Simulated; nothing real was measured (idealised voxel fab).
Process module in this document: voxel spacer lines
This is section cut - it's 145 nm across, gridded in 5 nm square cells.
How to read a cross-section here: the picture is a grid of square cells, written as bands going from the top down, and any band can span one or more rows of cells.
Per band: top height and bottom height in nm, followed by the left-to-right materials and their widths in nm; "edge to edge" marks a single material spanning edge to edge, "air" marks empty space.
Heights from 0 (as-received wafer is one material below). Bottom band endless downward, as "0 down".
Note: "30->40" means the width goes from the first number (top row of the band) to the second number (bottom row) in equal steps per row of cells.
For the purposes of this document, the phrase "no alterations made" attached to a step denotes that no cell within the cross-section was modified by that step.
Entry "Cavities, sealed" = empty spaces >= 8 cells with no open way to the top; each as width x height at distance, distance from left edge, all nm.
If you see something after the settings on a step's line, that's the simulator's own remark about that step.
overlay nm: mask right of planned place by this much (step with mask). Neg. = left.
[Planned step list for the process]
- 1: op RECEIVE | material Si
- 2: op CONFORMAL_DEP | material Al2O3 | thk nm 5
- 3: op DIRECTIONAL_DEP | material TiN | thk nm 20
- 4: op DIRECTIONAL_DEP | material polySi | thk nm 30
- 5: op PATTERN | tone cover | mask id MANDREL | material resist | width nm 15 | pitch nm 50 | thk nm 35 | overlay nm 0
- 6: op DIRECTIONAL_ETCH | etch materials polySi | depth nm 30
- 7: op STRIP | etch materials resist
- 8: op CONFORMAL_DEP | material SiO2 | thk nm 10
- 9: op DIRECTIONAL_ETCH | etch materials SiO2 | depth nm 10
- 10: op STRIP | etch materials polySi
- 11: op DIRECTIONAL_ETCH | etch materials TiN | depth nm 20
- 12: op STRIP | etch materials SiO2
- 13: op FILL_DEP | material lowk | thk nm 5
- 14: op CMP | height nm 25
[Wafer as received: cross-section following step 1]
> 0 down: Si edge to edge
> Cavities, sealed: none
[The module was run from the start shown above using the plan shown above, but one mistake was made doing it; the resulting wafer cross-section is below]
> 25 to 5: 5 SiO2, 10 TiN, 15 SiO2, 10 TiN, 15 SiO2, 10 TiN, 15 SiO2, 10 TiN, 15 SiO2, 10 TiN, 15 SiO2, 10 TiN, 5 SiO2
> 5 to 0: Al2O3 edge to edge
> 0 down: Si edge to edge
> Cavities, sealed: none
The plan and the run diverged here: rather than as planned, step 13 actually ran as op FILL_DEP | material SiO2 | thk nm 5
